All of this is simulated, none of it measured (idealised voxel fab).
process module | voxel gate over fins
cross-section cut | 265 nm wide | cells 5 nm
A cross-section is a grid of square cells, given in bands from the top down. A band is one or more rows of cells.
Each band's line starts with the height of the band's top and of its bottom, in nm. Then come its materials from left to right, each with its width in nm. One material with "throughout" fills the band from edge to edge. "air" is empty space.
Height 0 is the level under which the wafer as received is all one material. The lowest band goes on downwards, as in "0 down".
A width such as "30 to 40" changes by the same amount from each row of cells to the next, from the band's top row to its bottom row.
"no change" after a step means that no cell of the cross-section changed.
closed voids: empty space of 8 cells or more with no open way to the top, each as width x height at its distance from the left edge, in nm
after a step's settings: what the simulator itself notes on the step
overlay nm, on a step with a mask: how far to the right of its planned place the mask lay; to the left if negative
plan
1 op RECEIVE | material Si
2 op CONFORMAL_DEP | material SiN | thk nm 5
3 op DIRECTIONAL_DEP | material aC | thk nm 15
4 op PATTERN | tone cover | mask id FINS | material resist | width nm 15 | pitch nm 40 | thk nm 35 | overlay nm 0
5 op DIRECTIONAL_ETCH | etch materials aC | depth nm 15
6 op STRIP | etch materials resist
7 op DIRECTIONAL_ETCH | etch materials SiN | depth nm 5
8 op DIRECTIONAL_ETCH | etch materials Si | depth nm 40
9 op STRIP | etch materials aC
10 op FILL_DEP | material SiO2 | thk nm 10
11 op CMP | height nm 5
12 op SELECTIVE_ETCH | etch materials SiO2 | depth nm 15
13 op STRIP | etch materials SiN
14 op CONFORMAL_DEP | material HfO2 | thk nm 5
15 op CONFORMAL_DEP | material TiN | thk nm 5
16 op FILL_DEP | material W | thk nm 15
17 op CMP | height nm 20
18 op CONFORMAL_DEP | material SiCN | thk nm 5
first wafer, as planned
as received, after step 1
  0 down: Si throughout
  closed voids: none
after step 2
  5 to 0: SiN throughout
  below 0: unchanged
after step 3
  20 to 5: aC throughout
  below 5: unchanged
after step 4
  55 to 20: air 105 | resist 15 | air 25 | resist 15 | air 105
  below 20: unchanged
after step 5
  40 to 20: air 105 | resist 15 | air 25 | resist 15 | air 105
  20 to 5: air 105 | aC 15 | air 25 | aC 15 | air 105
  below 5: unchanged
after step 6
  20 to 5: air 105 | aC 15 | air 25 | aC 15 | air 105
  below 5: unchanged
after step 7
  20 to 5: air 105 | aC 15 | air 25 | aC 15 | air 105
  5 to 0: air 105 | SiN 15 | air 25 | SiN 15 | air 105
  below 0: unchanged
after step 8
  20 to 5: air 105 | aC 15 | air 25 | aC 15 | air 105
  5 to 0: air 105 | SiN 15 | air 25 | SiN 15 | air 105
  0 to -40: air 105 | Si 15 | air 25 | Si 15 | air 105
  below -40: unchanged
after step 9
  5 to 0: air 105 | SiN 15 | air 25 | SiN 15 | air 105
  below 0: unchanged
after step 10
  15 to 5: SiO2 throughout
  5 to 0: SiO2 105 | SiN 15 | SiO2 25 | SiN 15 | SiO2 105
  0 to -40: SiO2 105 | Si 15 | SiO2 25 | Si 15 | SiO2 105
  below -40: unchanged
after step 11
  5 to 0: SiO2 105 | SiN 15 | SiO2 25 | SiN 15 | SiO2 105
  below 0: unchanged
after step 12
  5 to 0: air 105 | SiN 15 | air 25 | SiN 15 | air 105
  0 to -10: air 105 | Si 15 | air 25 | Si 15 | air 105
  below -10: unchanged
after step 13
  0 to -10: air 105 | Si 15 | air 25 | Si 15 | air 105
  below -10: unchanged
after step 14
  5 to 0: air 100 | HfO2 25 | air 15 | HfO2 25 | air 100
  0 to -5: air 100 | HfO2 5 | Si 15 | HfO2 5 | air 15 | HfO2 5 | Si 15 | HfO2 5 | air 100
  -5 to -10: HfO2 105 | Si 15 | HfO2 25 | Si 15 | HfO2 105
  below -10: unchanged
after step 15
  10 to 5: air 95 | TiN 35 | air 5 | TiN 35 | air 95
  5 to 0: air 95 | TiN 5 | HfO2 25 | TiN 5 | air 5 | TiN 5 | HfO2 25 | TiN 5 | air 95
  0 to -5: TiN 100 | HfO2 5 | Si 15 | HfO2 5 | TiN 15 | HfO2 5 | Si 15 | HfO2 5 | TiN 100
  below -5: unchanged
after step 16
  25 to 10: W throughout
  10 to 5: W 95 | TiN 35 | W 5 | TiN 35 | W 95
  5 to 0: W 95 | TiN 5 | HfO2 25 | TiN 5 | W 5 | TiN 5 | HfO2 25 | TiN 5 | W 95
  below 0: unchanged
after step 17
  20 to 10: W throughout
  below 10: unchanged
after step 18
  25 to 20: SiCN throughout
  below 20: unchanged
second wafer: like start, like plan, one mistake. Through step 13 it matches the first wafer
when step 14 should have ended: no change
when step 15 should have ended
  5 to 0: air 100 | TiN 25 | air 15 | TiN 25 | air 100
  0 to -5: air 100 | TiN 5 | Si 15 | TiN 5 | air 15 | TiN 5 | Si 15 | TiN 5 | air 100
  -5 to -10: TiN 105 | Si 15 | TiN 25 | Si 15 | TiN 105
  below -10: unchanged
when step 16 should have ended
  20 to 5: W throughout
  5 to 0: W 100 | TiN 25 | W 15 | TiN 25 | W 100
  0 to -5: W 100 | TiN 5 | Si 15 | TiN 5 | W 15 | TiN 5 | Si 15 | TiN 5 | W 100
  below -5: unchanged
when step 17 should have ended: no change
when step 18 should have ended
  25 to 20: SiCN throughout
  below 20: unchanged
what went wrong: step 14 was left out
at the end the second wafer has, in cells: 61 fewer of HfO2 | 61 more of W
